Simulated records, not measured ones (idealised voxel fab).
Proc. module: voxel transistor to metal
Square cell edge 5 nm, section width 195 nm, ID cut.
How to read a cross-section here: the picture is a grid of square cells, written as bands going from the top down, and any band can span one or more rows of cells. Heights first: top, then bottom, in nm. Then materials, left to right, each with a width in nm. "full width" on a single material: fills the band edge to edge. "empty": empty space. Measure heights from 0. That's the level where, below it, the as-received wafer is all one material. The lowest band is bottomless and extends downward; write it as in "0..down". Width "30->40": first value at the band's top row of cells, second value at its bottom row, equal change from row to row. Any step labelled "left unchanged" changed none of the cells in the cross-section. In the "Sealed void inventory" entry, you get each enclosed empty space of 8 cells or more, one with no open way to the top, written width x height at distance, distance from the left edge, in nm. That trailing text on a step's line, after the settings, is the simulator's own remark on the step. overlay nm: step with mask; distance mask lay right of planned place; negative value = left of planned place.

Process steps - plan
1. RECEIVE (material Si)
2. CONFORMAL_DEP (material SiO2; thk nm 5)
3. CONFORMAL_DEP (material SiN; thk nm 10)
4. MASKED_ETCH (tone cover; mask id ACTIVE; width nm 125; etch materials SiN; depth nm 10; overlay nm 0)
5. MASKED_ETCH (tone cover; mask id ACTIVE; width nm 125; etch materials SiO2; depth nm 5; overlay nm 0)
6. MASKED_ETCH (tone cover; mask id ACTIVE; width nm 125; etch materials Si; depth nm 25; overlay nm 0)
7. FILL_DEP (material SiO2; thk nm 5)
8. CMP (height nm 15)
9. SELECTIVE_ETCH (etch materials SiO2; depth nm 10)
10. STRIP (etch materials SiN)
11. SELECTIVE_ETCH (etch materials SiO2; depth nm 5)
12. OXIDIZE (depth nm 5)
13. DIRECTIONAL_DEP (material polySi; thk nm 25)
14. DIRECTIONAL_DEP (material SiCN; thk nm 10)
15. PATTERN (tone cover; mask id GATE; material resist; width nm 25; thk nm 15; overlay nm 0)
16. DIRECTIONAL_ETCH (etch materials SiCN; depth nm 20)
17. DIRECTIONAL_ETCH (etch materials polySi; depth nm 35)
18. STRIP (etch materials resist)
19. CONFORMAL_DEP (material SiN; thk nm 10)
20. DIRECTIONAL_ETCH (etch materials SiN; depth nm 10)
21. DIRECTIONAL_ETCH (etch materials SiO2; depth nm 5)
22. DIRECTIONAL_ETCH (etch materials Si; depth nm 5)
23. EPI (material SiGe; thk nm 10)
24. FILL_DEP (material SiO2; thk nm 10)
25. CMP (height nm 35)
26. DIRECTIONAL_DEP (material SiO2; thk nm 15)
27. DIRECTIONAL_DEP (material aC; thk nm 15)
28. PATTERN (tone open; mask id CONTACT; material resist; width nm 35; pitch nm 70; thk nm 30; overlay nm 0)
29. DIRECTIONAL_ETCH (etch materials aC; depth nm 15)
30. STRIP (etch materials resist)
31. DIRECTIONAL_ETCH (etch materials SiO2; depth nm 50)
32. STRIP (etch materials aC)
33. CONFORMAL_DEP (material TiN; thk nm 5)
34. FILL_DEP (material Ru; thk nm 10)
35. CMP (height nm 50)
36. CONFORMAL_DEP (material SiCN; thk nm 5)
37. DIRECTIONAL_DEP (material lowk; thk nm 20)
38. MASKED_ETCH (tone open; mask id METAL_1; width nm 20; pitch nm 85; etch materials lowk; depth nm 20; overlay nm 0)
39. MASKED_ETCH (tone open; mask id METAL_1; width nm 20; pitch nm 85; etch materials SiCN; depth nm 5; overlay nm 0)
40. CONFORMAL_DEP (material TiN; thk nm 5)
41. FILL_DEP (material W; thk nm 5)
42. CMP (height nm 75)
43. CONFORMAL_DEP (material SiCN; thk nm 5)
44. DIRECTIONAL_DEP (material SiO2; thk nm 30)
45. PATTERN (tone open; mask id METAL_2; material resist; width nm 20; pitch nm 85; thk nm 15; overlay nm 0)
46. DIRECTIONAL_ETCH (etch materials SiO2; depth nm 20)
47. STRIP (etch materials resist)
48. MASKED_ETCH (tone open; mask id METAL_2_HOLES; width nm 15; pitch nm 85; etch materials SiO2; depth nm 10; overlay nm 0)
49. MASKED_ETCH (tone open; mask id METAL_2_HOLES; width nm 15; pitch nm 85; etch materials SiCN; depth nm 5; overlay nm 0)
50. CONFORMAL_DEP (material TiN; thk nm 5)
51. FILL_DEP (material Cu; thk nm 10)
52. CMP (height nm 110)
53. CONFORMAL_DEP (material SiN; thk nm 5)

First of the two wafers, run per plan

Cross-sectional view of the wafer in its as-received condition, corresponding to the state after step 1
	0..down | Si full width
	Sealed void inventory: none

Upon completion of step 2, the wafer appears in cross-section as shown
	5..0 | SiO2 full width
	Rest of section, below 0: as before.

Upon completion of step 3, the wafer appears in cross-section as shown
	15..5 | SiN full width
	Rest of section, below 5: as before.

Upon completion of step 4, the wafer appears in cross-section as shown
	15..5 | empty 35 / SiN 125 / empty 35
	Rest of section, below 5: as before.

Upon completion of step 5, the wafer appears in cross-section as shown
	15..5 | empty 35 / SiN 125 / empty 35
	5..0 | empty 35 / SiO2 125 / empty 35
	Rest of section, below 0: as before.

Upon completion of step 6, the wafer appears in cross-section as shown
	15..5 | empty 35 / SiN 125 / empty 35
	5..0 | empty 35 / SiO2 125 / empty 35
	0..-25 | empty 35 / Si 125 / empty 35
	Rest of section, below -25: as before.

Upon completion of step 7, the wafer appears in cross-section as shown
	20..15 | SiO2 full width
	15..5 | SiO2 35 / SiN 125 / SiO2 35
	5..0 | SiO2 full width
	0..-25 | SiO2 35 / Si 125 / SiO2 35
	Rest of section, below -25: as before.

Upon completion of step 8, the wafer appears in cross-section as shown
	15..5 | SiO2 35 / SiN 125 / SiO2 35
	Rest of section, below 5: as before.

Upon completion of step 9, the wafer appears in cross-section as shown
	15..5 | empty 35 / SiN 125 / empty 35
	Rest of section, below 5: as before.

Upon completion of step 10, the wafer appears in cross-section as shown
	5..0 | SiO2 full width
	Rest of section, below 0: as before.

Upon completion of step 11, the wafer appears in cross-section as shown
	0..-25 | SiO2 35 / Si 125 / SiO2 35
	Rest of section, below -25: as before.

Upon completion of step 12, the wafer appears in cross-section as shown
	0..-5 | SiO2 full width
	Rest of section, below -5: as before.

Upon completion of step 13, the wafer appears in cross-section as shown
	25..0 | polySi full width
	Rest of section, below 0: as before.

Upon completion of step 14, the wafer appears in cross-section as shown
	35..25 | SiCN full width
	Rest of section, below 25: as before.

Upon completion of step 15, the wafer appears in cross-section as shown
	50..35 | empty 85 / resist 25 / empty 85
	Rest of section, below 35: as before.

Upon completion of step 16, the wafer appears in cross-section as shown
	50..35 | empty 85 / resist 25 / empty 85
	35..25 | empty 85 / SiCN 25 / empty 85
	Rest of section, below 25: as before.

Upon completion of step 17, the wafer appears in cross-section as shown
	50..35 | empty 85 / resist 25 / empty 85
	35..25 | empty 85 / SiCN 25 / empty 85
	25..0 | empty 85 / polySi 25 / empty 85
	Rest of section, below 0: as before.

Upon completion of step 18, the wafer appears in cross-section as shown
	35..25 | empty 85 / SiCN 25 / empty 85
	Rest of section, below 25: as before.

Upon completion of step 19, the wafer appears in cross-section as shown
	45..35 | empty 75 / SiN 45 / empty 75
	35..25 | empty 75 / SiN 10 / SiCN 25 / SiN 10 / empty 75
	25..10 | empty 75 / SiN 10 / polySi 25 / SiN 10 / empty 75
	10..0 | SiN 85 / polySi 25 / SiN 85
	Rest of section, below 0: as before.

Upon completion of step 20, the wafer appears in cross-section as shown
	35..25 | empty 75 / SiN 10 / SiCN 25 / SiN 10 / empty 75
	25..0 | empty 75 / SiN 10 / polySi 25 / SiN 10 / empty 75
	Rest of section, below 0: as before.

Upon completion of step 21, the wafer appears in cross-section as shown
	35..25 | empty 75 / SiN 10 / SiCN 25 / SiN 10 / empty 75
	25..0 | empty 75 / SiN 10 / polySi 25 / SiN 10 / empty 75
	0..-5 | empty 75 / SiO2 45 / empty 75
	Rest of section, below -5: as before.

Upon completion of step 22, the wafer appears in cross-section as shown
	35..25 | empty 75 / SiN 10 / SiCN 25 / SiN 10 / empty 75
	25..0 | empty 75 / SiN 10 / polySi 25 / SiN 10 / empty 75
	0..-5 | empty 75 / SiO2 45 / empty 75
	-5..-10 | SiO2 35 / empty 40 / Si 45 / empty 40 / SiO2 35
	Rest of section, below -10: as before.

Upon completion of step 23, the wafer appears in cross-section as shown
	35..25 | empty 75 / SiN 10 / SiCN 25 / SiN 10 / empty 75
	25..5 | empty 75 / SiN 10 / polySi 25 / SiN 10 / empty 75
	5..0 | empty 65 / SiGe 10 / SiN 10 / polySi 25 / SiN 10 / SiGe 10 / empty 65
	0..-5 | empty 30 / SiGe 45 / SiO2 45 / SiGe 45 / empty 30
	-5..-10 | SiO2 35 / SiGe 40 / Si 45 / SiGe 40 / SiO2 35
	Rest of section, below -10: as before.

Upon completion of step 24, the wafer appears in cross-section as shown
	45..35 | SiO2 full width
	35..25 | SiO2 75 / SiN 10 / SiCN 25 / SiN 10 / SiO2 75
	25..5 | SiO2 75 / SiN 10 / polySi 25 / SiN 10 / SiO2 75
	5..0 | SiO2 65 / SiGe 10 / SiN 10 / polySi 25 / SiN 10 / SiGe 10 / SiO2 65
	0..-5 | SiO2 30 / SiGe 45 / SiO2 45 / SiGe 45 / SiO2 30
	Rest of section, below -5: as before.

Upon completion of step 25, the wafer appears in cross-section as shown
	35..25 | SiO2 75 / SiN 10 / SiCN 25 / SiN 10 / SiO2 75
	Rest of section, below 25: as before.

Upon completion of step 26, the wafer appears in cross-section as shown
	50..35 | SiO2 full width
	Rest of section, below 35: as before.

Upon completion of step 27, the wafer appears in cross-section as shown
	65..50 | aC full width
	Rest of section, below 50: as before.

Upon completion of step 28, the wafer appears in cross-section as shown
	95..65 | resist 45 / empty 35 / resist 35 / empty 35 / resist 45
	Rest of section, below 65: as before.

Upon completion of step 29, the wafer appears in cross-section as shown
	80..65 | resist 45 / empty 35 / resist 35 / empty 35 / resist 45
	65..50 | aC 45 / empty 35 / aC 35 / empty 35 / aC 45
	Rest of section, below 50: as before.

Upon completion of step 30, the wafer appears in cross-section as shown
	65..50 | aC 45 / empty 35 / aC 35 / empty 35 / aC 45
	Rest of section, below 50: as before.

Upon completion of step 31, the wafer appears in cross-section as shown
	65..50 | aC 45 / empty 35 / aC 35 / empty 35 / aC 45
	50..35 | SiO2 45 / empty 35 / SiO2 35 / empty 35 / SiO2 45
	35..25 | SiO2 45 / empty 30 / SiN 10 / SiCN 25 / SiN 10 / empty 30 / SiO2 45
	25..5 | SiO2 45 / empty 30 / SiN 10 / polySi 25 / SiN 10 / empty 30 / SiO2 45
	5..0 | SiO2 45 / empty 20 / SiGe 10 / SiN 10 / polySi 25 / SiN 10 / SiGe 10 / empty 20 / SiO2 45
	Rest of section, below 0: as before.

Upon completion of step 32, the wafer appears in cross-section as shown
	50..35 | SiO2 45 / empty 35 / SiO2 35 / empty 35 / SiO2 45
	Rest of section, below 35: as before.

Upon completion of step 33, the wafer appears in cross-section as shown
	55..50 | TiN 50 / empty 25 / TiN 45 / empty 25 / TiN 50
	50..40 | SiO2 45 / TiN 5 / empty 25 / TiN 5 / SiO2 35 / TiN 5 / empty 25 / TiN 5 / SiO2 45
	40..35 | SiO2 45 / TiN 5 / empty 20 / TiN 10 / SiO2 35 / TiN 10 / empty 20 / TiN 5 / SiO2 45
	35..25 | SiO2 45 / TiN 5 / empty 20 / TiN 5 / SiN 10 / SiCN 25 / SiN 10 / TiN 5 / empty 20 / TiN 5 / SiO2 45
	25..10 | SiO2 45 / TiN 5 / empty 20 / TiN 5 / SiN 10 / polySi 25 / SiN 10 / TiN 5 / empty 20 / TiN 5 / SiO2 45
	10..5 | SiO2 45 / TiN 5 / empty 10 / TiN 15 / SiN 10 / polySi 25 / SiN 10 / TiN 15 / empty 10 / TiN 5 / SiO2 45
	5..0 | SiO2 45 / TiN 20 / SiGe 10 / SiN 10 / polySi 25 / SiN 10 / SiGe 10 / TiN 20 / SiO2 45
	Rest of section, below 0: as before.

Upon completion of step 34, the wafer appears in cross-section as shown
	65..55 | Ru full width
	55..50 | TiN 50 / Ru 25 / TiN 45 / Ru 25 / TiN 50
	50..40 | SiO2 45 / TiN 5 / Ru 25 / TiN 5 / SiO2 35 / TiN 5 / Ru 25 / TiN 5 / SiO2 45
	40..35 | SiO2 45 / TiN 5 / Ru 20 / TiN 10 / SiO2 35 / TiN 10 / Ru 20 / TiN 5 / SiO2 45
	35..25 | SiO2 45 / TiN 5 / Ru 20 / TiN 5 / SiN 10 / SiCN 25 / SiN 10 / TiN 5 / Ru 20 / TiN 5 / SiO2 45
	25..10 | SiO2 45 / TiN 5 / Ru 20 / TiN 5 / SiN 10 / polySi 25 / SiN 10 / TiN 5 / Ru 20 / TiN 5 / SiO2 45
	10..5 | SiO2 45 / TiN 5 / Ru 10 / TiN 15 / SiN 10 / polySi 25 / SiN 10 / TiN 15 / Ru 10 / TiN 5 / SiO2 45
	Rest of section, below 5: as before.

Upon completion of step 35, the wafer appears in cross-section as shown
	50..40 | SiO2 45 / TiN 5 / Ru 25 / TiN 5 / SiO2 35 / TiN 5 / Ru 25 / TiN 5 / SiO2 45
	Rest of section, below 40: as before.

Upon completion of step 36, the wafer appears in cross-section as shown
	55..50 | SiCN full width
	Rest of section, below 50: as before.

Upon completion of step 37, the wafer appears in cross-section as shown
	75..55 | lowk full width
	Rest of section, below 55: as before.

Upon completion of step 38, the wafer appears in cross-section as shown
	75..55 | lowk 45 / empty 20 / lowk 65 / empty 20 / lowk 45
	Rest of section, below 55: as before.

Upon completion of step 39, the wafer appears in cross-section as shown
	75..55 | lowk 45 / empty 20 / lowk 65 / empty 20 / lowk 45
	55..50 | SiCN 45 / empty 20 / SiCN 65 / empty 20 / SiCN 45
	Rest of section, below 50: as before.

Upon completion of step 40, the wafer appears in cross-section as shown
	80..75 | TiN 50 / empty 10 / TiN 75 / empty 10 / TiN 50
	75..55 | lowk 45 / TiN 5 / empty 10 / TiN 5 / lowk 65 / TiN 5 / empty 10 / TiN 5 / lowk 45
	55..50 | SiCN 45 / TiN 20 / SiCN 65 / TiN 20 / SiCN 45
	Rest of section, below 50: as before.

Upon completion of step 41, the wafer appears in cross-section as shown
	85..80 | W full width
	80..75 | TiN 50 / W 10 / TiN 75 / W 10 / TiN 50
	75..55 | lowk 45 / TiN 5 / W 10 / TiN 5 / lowk 65 / TiN 5 / W 10 / TiN 5 / lowk 45
	Rest of section, below 55: as before.

Upon completion of step 42, the wafer appears in cross-section as shown
	75..55 | lowk 45 / TiN 5 / W 10 / TiN 5 / lowk 65 / TiN 5 / W 10 / TiN 5 / lowk 45
	Rest of section, below 55: as before.

Upon completion of step 43, the wafer appears in cross-section as shown
	80..75 | SiCN full width
	Rest of section, below 75: as before.

Upon completion of step 44, the wafer appears in cross-section as shown
	110..80 | SiO2 full width
	Rest of section, below 80: as before.

Upon completion of step 45, the wafer appears in cross-section as shown
	125..110 | resist 45 / empty 20 / resist 65 / empty 20 / resist 45
	Rest of section, below 110: as before.

Upon completion of step 46, the wafer appears in cross-section as shown
	125..110 | resist 45 / empty 20 / resist 65 / empty 20 / resist 45
	110..90 | SiO2 45 / empty 20 / SiO2 65 / empty 20 / SiO2 45
	Rest of section, below 90: as before.

Upon completion of step 47, the wafer appears in cross-section as shown
	110..90 | SiO2 45 / empty 20 / SiO2 65 / empty 20 / SiO2 45
	Rest of section, below 90: as before.

Upon completion of step 48, the wafer appears in cross-section as shown
	110..90 | SiO2 45 / empty 20 / SiO2 65 / empty 20 / SiO2 45
	90..80 | SiO2 45 / empty 15 / SiO2 70 / empty 15 / SiO2 50
	Rest of section, below 80: as before.

Upon completion of step 49, the wafer appears in cross-section as shown
	110..90 | SiO2 45 / empty 20 / SiO2 65 / empty 20 / SiO2 45
	90..80 | SiO2 45 / empty 15 / SiO2 70 / empty 15 / SiO2 50
	80..75 | SiCN 45 / empty 15 / SiCN 70 / empty 15 / SiCN 50
	Rest of section, below 75: as before.

Upon completion of step 50, the wafer appears in cross-section as shown
	115..110 | TiN 50 / empty 10 / TiN 75 / empty 10 / TiN 50
	110..95 | SiO2 45 / TiN 5 / empty 10 / TiN 5 / SiO2 65 / TiN 5 / empty 10 / TiN 5 / SiO2 45
	95..90 | SiO2 45 / TiN 5 / empty 5 / TiN 10 / SiO2 65 / TiN 5 / empty 5 / TiN 10 / SiO2 45
	90..80 | SiO2 45 / TiN 5 / empty 5 / TiN 5 / SiO2 70 / TiN 5 / empty 5 / TiN 5 / SiO2 50
	80..75 | SiCN 45 / TiN 15 / SiCN 70 / TiN 15 / SiCN 50
	Rest of section, below 75: as before.

Upon completion of step 51, the wafer appears in cross-section as shown
	125..115 | Cu full width
	115..110 | TiN 50 / Cu 10 / TiN 75 / Cu 10 / TiN 50
	110..95 | SiO2 45 / TiN 5 / Cu 10 / TiN 5 / SiO2 65 / TiN 5 / Cu 10 / TiN 5 / SiO2 45
	95..90 | SiO2 45 / TiN 5 / Cu 5 / TiN 10 / SiO2 65 / TiN 5 / Cu 5 / TiN 10 / SiO2 45
	90..80 | SiO2 45 / TiN 5 / Cu 5 / TiN 5 / SiO2 70 / TiN 5 / Cu 5 / TiN 5 / SiO2 50
	Rest of section, below 80: as before.

Upon completion of step 52, the wafer appears in cross-section as shown
	110..95 | SiO2 45 / TiN 5 / Cu 10 / TiN 5 / SiO2 65 / TiN 5 / Cu 10 / TiN 5 / SiO2 45
	Rest of section, below 95: as before.

Upon completion of step 53, the wafer appears in cross-section as shown
	115..110 | SiN full width
	Rest of section, below 110: as before.

Companion wafer, the second of two: same beginning, same intended sequence, one mistake in carrying it out; through step 5 inclusive it tracks the first exactly

At the planned end of step 6, the second wafer in cross-section
	15..5 | empty 35 / SiN 125 / empty 35
	5..0 | empty 35 / SiO2 125 / empty 35
	0..-50 | empty 35 / Si 125 / empty 35
	Rest of section, below -50: as before.

At the planned end of step 7, the second wafer in cross-section
	20..15 | SiO2 full width
	15..5 | SiO2 35 / SiN 125 / SiO2 35
	5..0 | SiO2 full width
	0..-50 | SiO2 35 / Si 125 / SiO2 35
	Rest of section, below -50: as before.

At the planned end of step 8, the second wafer in cross-section
	15..5 | SiO2 35 / SiN 125 / SiO2 35
	Rest of section, below 5: as before.

At the planned end of step 9, the second wafer in cross-section
	15..5 | empty 35 / SiN 125 / empty 35
	Rest of section, below 5: as before.

At the planned end of step 10, the second wafer in cross-section
	5..0 | SiO2 full width
	Rest of section, below 0: as before.

At the planned end of step 11, the second wafer in cross-section
	0..-50 | SiO2 35 / Si 125 / SiO2 35
	Rest of section, below -50: as before.

At the planned end of step 12, the second wafer in cross-section
	0..-5 | SiO2 full width
	Rest of section, below -5: as before.

At the planned end of step 13, the second wafer in cross-section
	25..0 | polySi full width
	Rest of section, below 0: as before.

At the planned end of step 14, the second wafer in cross-section
	35..25 | SiCN full width
	Rest of section, below 25: as before.

At the planned end of step 15, the second wafer in cross-section
	50..35 | empty 85 / resist 25 / empty 85
	Rest of section, below 35: as before.

At the planned end of step 16, the second wafer in cross-section
	50..35 | empty 85 / resist 25 / empty 85
	35..25 | empty 85 / SiCN 25 / empty 85
	Rest of section, below 25: as before.

At the planned end of step 17, the second wafer in cross-section
	50..35 | empty 85 / resist 25 / empty 85
	35..25 | empty 85 / SiCN 25 / empty 85
	25..0 | empty 85 / polySi 25 / empty 85
	Rest of section, below 0: as before.

At the planned end of step 18, the second wafer in cross-section
	35..25 | empty 85 / SiCN 25 / empty 85
	Rest of section, below 25: as before.

At the planned end of step 19, the second wafer in cross-section
	45..35 | empty 75 / SiN 45 / empty 75
	35..25 | empty 75 / SiN 10 / SiCN 25 / SiN 10 / empty 75
	25..10 | empty 75 / SiN 10 / polySi 25 / SiN 10 / empty 75
	10..0 | SiN 85 / polySi 25 / SiN 85
	Rest of section, below 0: as before.

At the planned end of step 20, the second wafer in cross-section
	35..25 | empty 75 / SiN 10 / SiCN 25 / SiN 10 / empty 75
	25..0 | empty 75 / SiN 10 / polySi 25 / SiN 10 / empty 75
	Rest of section, below 0: as before.

At the planned end of step 21, the second wafer in cross-section
	35..25 | empty 75 / SiN 10 / SiCN 25 / SiN 10 / empty 75
	25..0 | empty 75 / SiN 10 / polySi 25 / SiN 10 / empty 75
	0..-5 | empty 75 / SiO2 45 / empty 75
	Rest of section, below -5: as before.

At the planned end of step 22, the second wafer in cross-section
	35..25 | empty 75 / SiN 10 / SiCN 25 / SiN 10 / empty 75
	25..0 | empty 75 / SiN 10 / polySi 25 / SiN 10 / empty 75
	0..-5 | empty 75 / SiO2 45 / empty 75
	-5..-10 | SiO2 35 / empty 40 / Si 45 / empty 40 / SiO2 35
	Rest of section, below -10: as before.

At the planned end of step 23, the second wafer in cross-section
	35..25 | empty 75 / SiN 10 / SiCN 25 / SiN 10 / empty 75
	25..5 | empty 75 / SiN 10 / polySi 25 / SiN 10 / empty 75
	5..0 | empty 65 / SiGe 10 / SiN 10 / polySi 25 / SiN 10 / SiGe 10 / empty 65
	0..-5 | empty 30 / SiGe 45 / SiO2 45 / SiGe 45 / empty 30
	-5..-10 | SiO2 35 / SiGe 40 / Si 45 / SiGe 40 / SiO2 35
	Rest of section, below -10: as before.

At the planned end of step 24, the second wafer in cross-section
	45..35 | SiO2 full width
	35..25 | SiO2 75 / SiN 10 / SiCN 25 / SiN 10 / SiO2 75
	25..5 | SiO2 75 / SiN 10 / polySi 25 / SiN 10 / SiO2 75
	5..0 | SiO2 65 / SiGe 10 / SiN 10 / polySi 25 / SiN 10 / SiGe 10 / SiO2 65
	0..-5 | SiO2 30 / SiGe 45 / SiO2 45 / SiGe 45 / SiO2 30
	Rest of section, below -5: as before.

At the planned end of step 25, the second wafer in cross-section
	35..25 | SiO2 75 / SiN 10 / SiCN 25 / SiN 10 / SiO2 75
	Rest of section, below 25: as before.

At the planned end of step 26, the second wafer in cross-section
	50..35 | SiO2 full width
	Rest of section, below 35: as before.

At the planned end of step 27, the second wafer in cross-section
	65..50 | aC full width
	Rest of section, below 50: as before.

At the planned end of step 28, the second wafer in cross-section
	95..65 | resist 45 / empty 35 / resist 35 / empty 35 / resist 45
	Rest of section, below 65: as before.

At the planned end of step 29, the second wafer in cross-section
	80..65 | resist 45 / empty 35 / resist 35 / empty 35 / resist 45
	65..50 | aC 45 / empty 35 / aC 35 / empty 35 / aC 45
	Rest of section, below 50: as before.

At the planned end of step 30, the second wafer in cross-section
	65..50 | aC 45 / empty 35 / aC 35 / empty 35 / aC 45
	Rest of section, below 50: as before.

At the planned end of step 31, the second wafer in cross-section
	65..50 | aC 45 / empty 35 / aC 35 / empty 35 / aC 45
	50..35 | SiO2 45 / empty 35 / SiO2 35 / empty 35 / SiO2 45
	35..25 | SiO2 45 / empty 30 / SiN 10 / SiCN 25 / SiN 10 / empty 30 / SiO2 45
	25..5 | SiO2 45 / empty 30 / SiN 10 / polySi 25 / SiN 10 / empty 30 / SiO2 45
	5..0 | SiO2 45 / empty 20 / SiGe 10 / SiN 10 / polySi 25 / SiN 10 / SiGe 10 / empty 20 / SiO2 45
	Rest of section, below 0: as before.

At the planned end of step 32, the second wafer in cross-section
	50..35 | SiO2 45 / empty 35 / SiO2 35 / empty 35 / SiO2 45
	Rest of section, below 35: as before.

At the planned end of step 33, the second wafer in cross-section
	55..50 | TiN 50 / empty 25 / TiN 45 / empty 25 / TiN 50
	50..40 | SiO2 45 / TiN 5 / empty 25 / TiN 5 / SiO2 35 / TiN 5 / empty 25 / TiN 5 / SiO2 45
	40..35 | SiO2 45 / TiN 5 / empty 20 / TiN 10 / SiO2 35 / TiN 10 / empty 20 / TiN 5 / SiO2 45
	35..25 | SiO2 45 / TiN 5 / empty 20 / TiN 5 / SiN 10 / SiCN 25 / SiN 10 / TiN 5 / empty 20 / TiN 5 / SiO2 45
	25..10 | SiO2 45 / TiN 5 / empty 20 / TiN 5 / SiN 10 / polySi 25 / SiN 10 / TiN 5 / empty 20 / TiN 5 / SiO2 45
	10..5 | SiO2 45 / TiN 5 / empty 10 / TiN 15 / SiN 10 / polySi 25 / SiN 10 / TiN 15 / empty 10 / TiN 5 / SiO2 45
	5..0 | SiO2 45 / TiN 20 / SiGe 10 / SiN 10 / polySi 25 / SiN 10 / SiGe 10 / TiN 20 / SiO2 45
	Rest of section, below 0: as before.

At the planned end of step 34, the second wafer in cross-section
	65..55 | Ru full width
	55..50 | TiN 50 / Ru 25 / TiN 45 / Ru 25 / TiN 50
	50..40 | SiO2 45 / TiN 5 / Ru 25 / TiN 5 / SiO2 35 / TiN 5 / Ru 25 / TiN 5 / SiO2 45
	40..35 | SiO2 45 / TiN 5 / Ru 20 / TiN 10 / SiO2 35 / TiN 10 / Ru 20 / TiN 5 / SiO2 45
	35..25 | SiO2 45 / TiN 5 / Ru 20 / TiN 5 / SiN 10 / SiCN 25 / SiN 10 / TiN 5 / Ru 20 / TiN 5 / SiO2 45
	25..10 | SiO2 45 / TiN 5 / Ru 20 / TiN 5 / SiN 10 / polySi 25 / SiN 10 / TiN 5 / Ru 20 / TiN 5 / SiO2 45
	10..5 | SiO2 45 / TiN 5 / Ru 10 / TiN 15 / SiN 10 / polySi 25 / SiN 10 / TiN 15 / Ru 10 / TiN 5 / SiO2 45
	Rest of section, below 5: as before.

At the planned end of step 35, the second wafer in cross-section
	50..40 | SiO2 45 / TiN 5 / Ru 25 / TiN 5 / SiO2 35 / TiN 5 / Ru 25 / TiN 5 / SiO2 45
	Rest of section, below 40: as before.

At the planned end of step 36, the second wafer in cross-section
	55..50 | SiCN full width
	Rest of section, below 50: as before.

At the planned end of step 37, the second wafer in cross-section
	75..55 | lowk full width
	Rest of section, below 55: as before.

At the planned end of step 38, the second wafer in cross-section
	75..55 | lowk 45 / empty 20 / lowk 65 / empty 20 / lowk 45
	Rest of section, below 55: as before.

At the planned end of step 39, the second wafer in cross-section
	75..55 | lowk 45 / empty 20 / lowk 65 / empty 20 / lowk 45
	55..50 | SiCN 45 / empty 20 / SiCN 65 / empty 20 / SiCN 45
	Rest of section, below 50: as before.

At the planned end of step 40, the second wafer in cross-section
	80..75 | TiN 50 / empty 10 / TiN 75 / empty 10 / TiN 50
	75..55 | lowk 45 / TiN 5 / empty 10 / TiN 5 / lowk 65 / TiN 5 / empty 10 / TiN 5 / lowk 45
	55..50 | SiCN 45 / TiN 20 / SiCN 65 / TiN 20 / SiCN 45
	Rest of section, below 50: as before.

At the planned end of step 41, the second wafer in cross-section
	85..80 | W full width
	80..75 | TiN 50 / W 10 / TiN 75 / W 10 / TiN 50
	75..55 | lowk 45 / TiN 5 / W 10 / TiN 5 / lowk 65 / TiN 5 / W 10 / TiN 5 / lowk 45
	Rest of section, below 55: as before.

At the planned end of step 42, the second wafer in cross-section
	75..55 | lowk 45 / TiN 5 / W 10 / TiN 5 / lowk 65 / TiN 5 / W 10 / TiN 5 / lowk 45
	Rest of section, below 55: as before.

At the planned end of step 43, the second wafer in cross-section
	80..75 | SiCN full width
	Rest of section, below 75: as before.

At the planned end of step 44, the second wafer in cross-section
	110..80 | SiO2 full width
	Rest of section, below 80: as before.

At the planned end of step 45, the second wafer in cross-section
	125..110 | resist 45 / empty 20 / resist 65 / empty 20 / resist 45
	Rest of section, below 110: as before.

At the planned end of step 46, the second wafer in cross-section
	125..110 | resist 45 / empty 20 / resist 65 / empty 20 / resist 45
	110..90 | SiO2 45 / empty 20 / SiO2 65 / empty 20 / SiO2 45
	Rest of section, below 90: as before.

At the planned end of step 47, the second wafer in cross-section
	110..90 | SiO2 45 / empty 20 / SiO2 65 / empty 20 / SiO2 45
	Rest of section, below 90: as before.

At the planned end of step 48, the second wafer in cross-section
	110..90 | SiO2 45 / empty 20 / SiO2 65 / empty 20 / SiO2 45
	90..80 | SiO2 45 / empty 15 / SiO2 70 / empty 15 / SiO2 50
	Rest of section, below 80: as before.

At the planned end of step 49, the second wafer in cross-section
	110..90 | SiO2 45 / empty 20 / SiO2 65 / empty 20 / SiO2 45
	90..80 | SiO2 45 / empty 15 / SiO2 70 / empty 15 / SiO2 50
	80..75 | SiCN 45 / empty 15 / SiCN 70 / empty 15 / SiCN 50
	Rest of section, below 75: as before.

At the planned end of step 50, the second wafer in cross-section
	115..110 | TiN 50 / empty 10 / TiN 75 / empty 10 / TiN 50
	110..95 | SiO2 45 / TiN 5 / empty 10 / TiN 5 / SiO2 65 / TiN 5 / empty 10 / TiN 5 / SiO2 45
	95..90 | SiO2 45 / TiN 5 / empty 5 / TiN 10 / SiO2 65 / TiN 5 / empty 5 / TiN 10 / SiO2 45
	90..80 | SiO2 45 / TiN 5 / empty 5 / TiN 5 / SiO2 70 / TiN 5 / empty 5 / TiN 5 / SiO2 50
	80..75 | SiCN 45 / TiN 15 / SiCN 70 / TiN 15 / SiCN 50
	Rest of section, below 75: as before.

At the planned end of step 51, the second wafer in cross-section
	125..115 | Cu full width
	115..110 | TiN 50 / Cu 10 / TiN 75 / Cu 10 / TiN 50
	110..95 | SiO2 45 / TiN 5 / Cu 10 / TiN 5 / SiO2 65 / TiN 5 / Cu 10 / TiN 5 / SiO2 45
	95..90 | SiO2 45 / TiN 5 / Cu 5 / TiN 10 / SiO2 65 / TiN 5 / Cu 5 / TiN 10 / SiO2 45
	90..80 | SiO2 45 / TiN 5 / Cu 5 / TiN 5 / SiO2 70 / TiN 5 / Cu 5 / TiN 5 / SiO2 50
	Rest of section, below 80: as before.

At the planned end of step 52, the second wafer in cross-section
	110..95 | SiO2 45 / TiN 5 / Cu 10 / TiN 5 / SiO2 65 / TiN 5 / Cu 10 / TiN 5 / SiO2 45
	Rest of section, below 95: as before.

At the planned end of step 53, the second wafer in cross-section
	115..110 | SiN full width
	Rest of section, below 110: as before.
Want to know what went wrong? step 6 was run twice
The final cell counts differ between the wafers, with the second having more or fewer of some materials than the first: -70 Si; +70 SiO2
